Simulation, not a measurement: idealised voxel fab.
The process module presented herein is designated voxel released beams.
In the cross-section labelled cut, the width is 280 nm and each square cell is 5 nm.
A cross-section in this document is a grid of square cells, and it is written down as bands, the top band listed before the ones below it; a band is made up of one or more rows of cells. Band: top and bottom heights (nm) first, top before bottom; then materials from left to right, widths in nm. "full width" marks a sole material filling the band edge to edge. "air" denotes empty space. The level at which height equals 0 is the one under which the wafer, as it arrives, is entirely one material. No lower edge exists for the bottom band, which continues downward and is notated as in "0 and below". It should be noted that a width expressed as "30->40" varies in equal increments from row to row of cells within the band, taking the value of the first number at the top row and that of the second number at the bottom row. Step note "everything unchanged" = no cross-section cell changed. Look at "Sealed-off cavities" for the closed voids: empty spaces with no open path to the top, sized 8 cells or up. Each is width x height at distance, distance from the left edge, all nm. It should be noted that, on the line of a given step, the content following the step's settings is a remark produced by the simulator itself with respect to that step. overlay nm: where the mask lay relative to plan, measured to the right, on steps with a mask; negatives go left. Pairs, read this way: before one process step on the one hand, after it on the other, the after cross-section ending at the lowest band that changed; the step between, settings included, beneath. Same starting wafer throughout, but possibly different runs of this module, so no pair continues from the pair above unless its entry headed "Prior state" says so.

**Prior state**
  50 down to 35: 85 of air, then 40 of aC, then 155 of air
  35 down to 25: 85 of air, then 40 of W, then 65 of aC, then 90 of air
  25 down to 20: 80 of air, then 10 of W, then 25 of SiO2, then 10 of W, then 65 of aC, then 90 of air
  20 down to 10: 80 of air, then 10 of W, then 25 of SiO2, then 75 of W, then 90 of air
  10 down to 0: Al2O3 full width
  0 and below: Si full width
  Sealed-off cavities: none

**Cut View, Post-Step**
  35 down to 25: 85 of air, then 40 of W, then 155 of air
  25 down to 20: 80 of air, then 10 of W, then 25 of SiO2, then 10 of W, then 155 of air
  Lower than 20, everything is as it was.
  Sealed-off cavities: none
The process step bridging the two cross-sections above: STRIP [etch materials aC]
